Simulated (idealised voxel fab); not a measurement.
The following process module bears the name voxel released beams.
Each square cell in cross-section cut measures 5 nm, and the section as a whole is 290 nm wide.
Cross-sections here: square-cell grids, written as top-down lists of bands, a band being one or more rows of cells. Band: top height; bottom height; in nm. Then, left to right: material with width in nm, for each material. "throughout": a single material spanning edge to edge. "air": empty space. The level at which height equals 0 is the one under which the wafer, as it arrives, is entirely one material. No lower edge exists for the bottom band, which continues downward and is notated as in "0 and below". A width given as "30->40" starts at the first number in the band's top row and ends at the second number in its bottom row, shifting by an equal amount at every step from row to row. Where a step carries "same as before", the cross-section came out of it unchanged, cell for cell. Basically, "Sealed voids" tells you about the enclosed voids: empty spaces with no open way to the top, 8 cells or bigger, each written width x height at distance, where distance is from the left edge, all in nm. Past the settings on a step's line: simulator remark, on that step. Among the settings permitted on a step's line is "overlay nm"; applied to a step with a mask, it specifies the extent to which the mask lay to the right of its planned position, whereas a negative figure signifies a position to the left.
## The steps planned for the process are as follows
1 RECEIVE (material Si)
2 CONFORMAL_DEP (material SiN; thk nm 10)
3 DIRECTIONAL_DEP (material SiO2; thk nm 10)
4 MASKED_ETCH (tone open; mask id ANCHOR; width nm 45; etch materials SiO2; depth nm 10; overlay nm 0)
5 CONFORMAL_DEP (material polySi; thk nm 15)
6 MASKED_ETCH (tone cover; mask id BEAM; width nm 90; etch materials polySi; depth nm 15; overlay nm 0)
7 STRIP (etch materials SiO2)
## Of two wafers, the first: run according to plan
## Here's what the wafer looked like in cross-section when it arrived - that's after step 1
    0 and below: Si throughout
    Sealed voids: none
## The wafer in cross-section once step 2 is complete
    10 down to 0: SiN throughout
    Everything under 0 stays put, no change at all.
## The wafer in cross-section once step 3 is complete
    20 down to 10: SiO2 throughout
    Everything under 10 stays put, no change at all.
## The wafer in cross-section once step 4 is complete
    20 down to 10: SiO2=100 / air=45 / SiO2=145
    Everything under 10 stays put, no change at all.
## The wafer in cross-section once step 5 is complete
    35 down to 25: polySi=115 / air=15 / polySi=160
    25 down to 20: polySi throughout
    20 down to 10: SiO2=100 / polySi=45 / SiO2=145
    Everything under 10 stays put, no change at all.
## The wafer in cross-section once step 6 is complete
    35 down to 25: air=95 / polySi=20 / air=15 / polySi=55 / air=105
    25 down to 20: air=95 / polySi=90 / air=105
    Everything under 20 stays put, no change at all.
## The wafer in cross-section once step 7 is complete
    35 down to 25: air=95 / polySi=20 / air=15 / polySi=55 / air=105
    25 down to 20: air=95 / polySi=90 / air=105
    20 down to 10: air=100 / polySi=45 / air=145
    Everything under 10 stays put, no change at all.
## Second of two: same start, same plan, one run error; steps up to and including 5 match the first
## Cross-section of the second wafer at the time by which step 6 should have been completed according to the plan
    35 down to 25: air=95 / polySi=20 / air=15 / polySi=60 / air=100
    25 down to 20: air=95 / polySi=95 / air=100
    Everything under 20 stays put, no change at all.
## Cross-section of the second wafer at the time by which step 7 should have been completed according to the plan
    35 down to 25: air=95 / polySi=20 / air=15 / polySi=60 / air=100
    25 down to 20: air=95 / polySi=95 / air=100
    20 down to 10: air=100 / polySi=45 / air=145
    Everything under 10 stays put, no change at all.
So what did we get wrong on this run? so step 6 ended up running with a different setting than we planned, it ran as MASKED_ETCH (tone cover; mask id BEAM; width nm 95; etch materials polySi; depth nm 15; overlay nm 0)
Materials where the second wafer ends with more or fewer cells than the first: polySi: 3 more
